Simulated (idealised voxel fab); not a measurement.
process module | voxel ribs on slabs
cross-section cut | 280 nm wide | cells 5 nm
A cross-section is a grid of square cells, given in bands from the top down. A band is one or more rows of cells.
Each band's line starts with the height of the band's top and of its bottom, in nm. Then come its materials from left to right, each with its width in nm. One material with "throughout" fills the band from edge to edge. "air" is empty space.
Height 0 is the level under which the wafer as received is all one material. The lowest band goes on downwards, as in "0 down".
A width such as "30 to 40" changes by the same amount from each row of cells to the next, from the band's top row to its bottom row.
"no change" after a step means that no cell of the cross-section changed.
closed voids: empty space of 8 cells or more with no open way to the top, each as width x height at its distance from the left edge, in nm
after a step's settings: what the simulator itself notes on the step
overlay nm, on a step with a mask: how far to the right of its planned place the mask lay; to the left if negative
plan
1 op RECEIVE | material Si
2 op DIRECTIONAL_DEP | material SiO2 | thk nm 25
3 op DIRECTIONAL_DEP | material polySi | thk nm 15
4 op DIRECTIONAL_DEP | material aC | thk nm 10
5 op PATTERN | tone cover | mask id RIB | material resist | width nm 15 | thk nm 30 | overlay nm 0
6 op DIRECTIONAL_ETCH | etch materials aC | depth nm 10
7 op STRIP | etch materials resist
8 op DIRECTIONAL_ETCH | etch materials polySi | depth nm 10
9 op STRIP | etch materials aC
10 op DIRECTIONAL_DEP | material aC | thk nm 15
11 op PATTERN | tone cover | mask id SLAB | material resist | width nm 45 | thk nm 35 | overlay nm 0
12 op DIRECTIONAL_ETCH | etch materials aC | depth nm 15
13 op STRIP | etch materials resist
14 op DIRECTIONAL_ETCH | etch materials polySi | depth nm 5
15 op STRIP | etch materials aC
16 op FILL_DEP | material SiO2 | thk nm 20
17 op CMP | height nm 50
18 op DIRECTIONAL_DEP | material TiN | thk nm 5
19 op DIRECTIONAL_DEP | material aC | thk nm 15
20 op PATTERN | tone cover | mask id HEATER | material resist | width nm 25 | thk nm 35 | overlay nm 0
21 op DIRECTIONAL_ETCH | etch materials aC | depth nm 15
22 op STRIP | etch materials resist
23 op DIRECTIONAL_ETCH | etch materials TiN | depth nm 5
24 op STRIP | etch materials aC
25 op CONFORMAL_DEP | material SiO2 | thk nm 10
varied across the wafers: width nm of step 11. The plan shows the first wafer's value. All wafers start alike
first wafer as received, after step 1
  0 down: Si throughout
  closed voids: none
first wafer at the end, after step 25
  65 to 60: air 115 | SiO2 45 | air 120
  60 to 55: SiO2 throughout
  55 to 50: SiO2 125 | TiN 25 | SiO2 130
  50 to 40: SiO2 throughout
  40 to 30: SiO2 130 | polySi 15 | SiO2 135
  30 to 25: SiO2 115 | polySi 45 | SiO2 120
  25 to 0: SiO2 throughout
  0 down: Si throughout
  closed voids: none
last wafer at the end
  65 to 60: air 115 | SiO2 45 | air 120
  60 to 55: SiO2 throughout
  55 to 50: SiO2 125 | TiN 25 | SiO2 130
  50 to 40: SiO2 throughout
  40 to 30: SiO2 130 | polySi 15 | SiO2 135
  30 to 25: SiO2 105 | polySi 70 | SiO2 105
  25 to 0: SiO2 throughout
  0 down: Si throughout
  closed voids: none
each wafer at the end: cells of each material gained (+) or lost (-) since it was received, then its closed voids
width nm 45 | +661 SiO2 | +5 TiN | +15 polySi | closed voids: none
width nm 50 | +660 SiO2 | +5 TiN | +16 polySi | closed voids: none
width nm 55 | +659 SiO2 | +5 TiN | +17 polySi | closed voids: none
width nm 60 | +658 SiO2 | +5 TiN | +18 polySi | closed voids: none
width nm 65 | +657 SiO2 | +5 TiN | +19 polySi | closed voids: none
width nm 70 | +656 SiO2 | +5 TiN | +20 polySi | closed voids: none
